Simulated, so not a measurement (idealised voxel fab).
Process module heading - voxel self aligned contacts
For reference, the cross-section in this document is cut, with width 195 nm and square cells of 5 nm.
Cross-section spec: square-cell grid; bands listed top down; each band is one or more rows. It is stipulated that each band's entry specify, in nanometres, the height of the top of the band and then that of its bottom, followed by the materials of the band in left-to-right sequence, each together with its width in nanometres. A single material marked by the word "throughout" is understood to fill the band from edge to edge; the word "empty" is understood to denote empty space. Height reference: 0 = level under which incoming wafer is all one material. Lowest band: no bottom, runs on downward, e.g. "0 -> down". Width spec "30 to 40" -> top row of cells at first value, bottom row at second value, equal per-row change in between. Take "no modification" at face value: in the step it is given for, the cross-section changed in none of its cells. In "Sealed void inventory" the enclosed voids are listed, meaning empty spaces of 8 cells or larger without any opening to the top. The form is width x height at distance, distance from the left edge, units nm. Past the settings on a step's line: simulator remark, on that step. overlay nm: for a step with a mask, the amount by which the mask lay right of where it was planned; a negative amount means left of it.
This section lists the process steps that were planned
1: op RECEIVE | material Si
2: op OXIDIZE | depth nm 5
3: op DIRECTIONAL_DEP | material polySi | thk nm 20
4: op DIRECTIONAL_DEP | material SiN | thk nm 25
5: op MASKED_ETCH | tone cover | mask id GATE | width nm 30 | pitch nm 70 | etch materials SiN | depth nm 25 | overlay nm 0
6: op MASKED_ETCH | tone cover | mask id GATE | width nm 30 | pitch nm 70 | etch materials polySi | depth nm 20 | overlay nm 0
7: op CONFORMAL_DEP | material SiN | thk nm 10
8: op DIRECTIONAL_ETCH | etch materials SiN | depth nm 10
9: op FILL_DEP | material SiO2 | thk nm 15
10: op CMP | height nm 50
11: op DIRECTIONAL_DEP | material aC | thk nm 15
12: op PATTERN | tone open | mask id CONTACT | material resist | width nm 50 | thk nm 35 | overlay nm 0
13: op DIRECTIONAL_ETCH | etch materials aC | depth nm 15
14: op STRIP | etch materials resist
15: op DIRECTIONAL_ETCH | etch materials SiO2 | depth nm 55
16: op STRIP | etch materials aC
17: op CONFORMAL_DEP | material TiN | thk nm 5
18: op FILL_DEP | material Ru | thk nm 10
19: op CMP | height nm 50
20: op CONFORMAL_DEP | material SiCN | thk nm 5
Cross-section: wafer on arrival = after step 1
	0 -> down | Si throughout
	Sealed void inventory: none
Wafer cross-section at end of module: start and plan as shown above, one execution error
	55 -> 50 | SiCN throughout
	50 -> 45 | SiO2 70 nm / TiN 50 nm / SiO2 75 nm
	45 -> 20 | Ru throughout
	20 -> 0 | polySi throughout
	0 -> -5 | SiO2 throughout
	-5 -> down | Si throughout
	Sealed void inventory: none
What went wrong in running the wafer? not per plan at step 4, really ran op DIRECTIONAL_DEP | material Ru | thk nm 25
